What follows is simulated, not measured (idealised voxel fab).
Process module in this document: voxel ribs on slabs
Displayed cross-section: cut, width of 290 nm, square cells sized 5 nm.
Throughout this document, each cross-section is represented as a grid of square cells and is presented as a sequence of bands enumerated from the top downward, where a band comprises one or more rows of cells.
This entry defines a band. It first specifies the height of the band's top and the height of its bottom in nm, and then specifies the band's materials from left to right, stating each material with its width in nm. The word "full width" identifies a single material that fills the band from edge to edge, while the word "air" identifies empty space.
A quick word on heights: they are counted from 0, and under that level the wafer as it came to us is one material throughout. The lowest band is different from the rest in having no bottom; it simply continues downward, written as in "0 -> down".
The notation "30..40" denotes a width that varies across the rows of cells in the band, beginning at the first number in the top row, finishing at the second number in the bottom row, and changing by an identical amount from each row to the next.
The designation "remained the same", where it is given for a processing step, indicates that no cell of the cross-section was altered in the course of that step.
If an empty space has no open way to the top and is at least 8 cells in size, "Closed void list" lists it, written width x height at distance, where distance is measured from the left edge and every value is in nm.
Formally, on a step line, whatever follows the settings is a remark that the simulator itself makes on the step.
A step's line can hold "overlay nm"; with a mask on that step, the setting says how far right of the planned place the mask lay, while a negative setting says it lay to the left.

Steps planned for the process
| 1 | RECEIVE [material Si] |
| 2 | DIRECTIONAL_DEP [material SiO2] [thk nm 20] |
| 3 | DIRECTIONAL_DEP [material SiN] [thk nm 15] |
| 4 | PATTERN [tone cover] [mask id RIB] [material resist] [width nm 30] [thk nm 20] [overlay nm 0] |
| 5 | DIRECTIONAL_ETCH [etch materials SiN] [depth nm 10] |
| 6 | STRIP [etch materials resist] |
| 7 | PATTERN [tone cover] [mask id SLAB] [material resist] [width nm 60] [thk nm 20] [overlay nm 0] |
| 8 | DIRECTIONAL_ETCH [etch materials SiN] [depth nm 5] |
| 9 | STRIP [etch materials resist] |
| 10 | FILL_DEP [material SiO2] [thk nm 25] |
| 11 | CMP [height nm 55] |
| 12 | DIRECTIONAL_DEP [material TiN] [thk nm 5] |
| 13 | DIRECTIONAL_DEP [material aC] [thk nm 15] |
| 14 | PATTERN [tone cover] [mask id HEATER] [material resist] [width nm 40] [thk nm 30] [overlay nm 0] |
| 15 | DIRECTIONAL_ETCH [etch materials aC] [depth nm 15] |
| 16 | STRIP [etch materials resist] |
| 17 | DIRECTIONAL_ETCH [etch materials TiN] [depth nm 5] |
| 18 | STRIP [etch materials aC] |
| 19 | CONFORMAL_DEP [material SiN] [thk nm 5] |

Wafer as received: cross-section following step 1
	0 -> down | Si full width
	Closed void list: none

First of two wafers at the end of the module, shown in cross-section; run carried out as planned
	65 -> 60 | air=120 / SiN=50 / air=120
	60 -> 55 | SiN=125 / TiN=40 / SiN=125
	55 -> 35 | SiO2 full width
	35 -> 25 | SiO2=130 / SiN=30 / SiO2=130
	25 -> 20 | SiO2=115 / SiN=60 / SiO2=115
	20 -> 0 | SiO2 full width
	0 -> down | Si full width
	Closed void list: none

This is the second of the two wafers, cross-sectioned at the end of the module; it started exactly like the first and was given the same plan, but it was run with one mistake
	65 -> 60 | SiN=130 / air=30 / SiN=130
	60 -> 55 | TiN=125 / SiN=40 / TiN=125
	55 -> 35 | SiO2 full width
	35 -> 25 | SiO2=130 / SiN=30 / SiO2=130
	25 -> 20 | SiO2=115 / SiN=60 / SiO2=115
	20 -> 0 | SiO2 full width
	0 -> down | Si full width
	Closed void list: none
It is concluded that the wafer was processed incorrectly with respect to the plan, in that step 14: run off-plan, actual operation and settings PATTERN [tone open] [mask id HEATER] [material resist] [width nm 40] [thk nm 30] [overlay nm 0]
Once processing is complete, comparing cell counts shows that the second wafer has more or fewer of certain materials than the first: 42 more of TiN
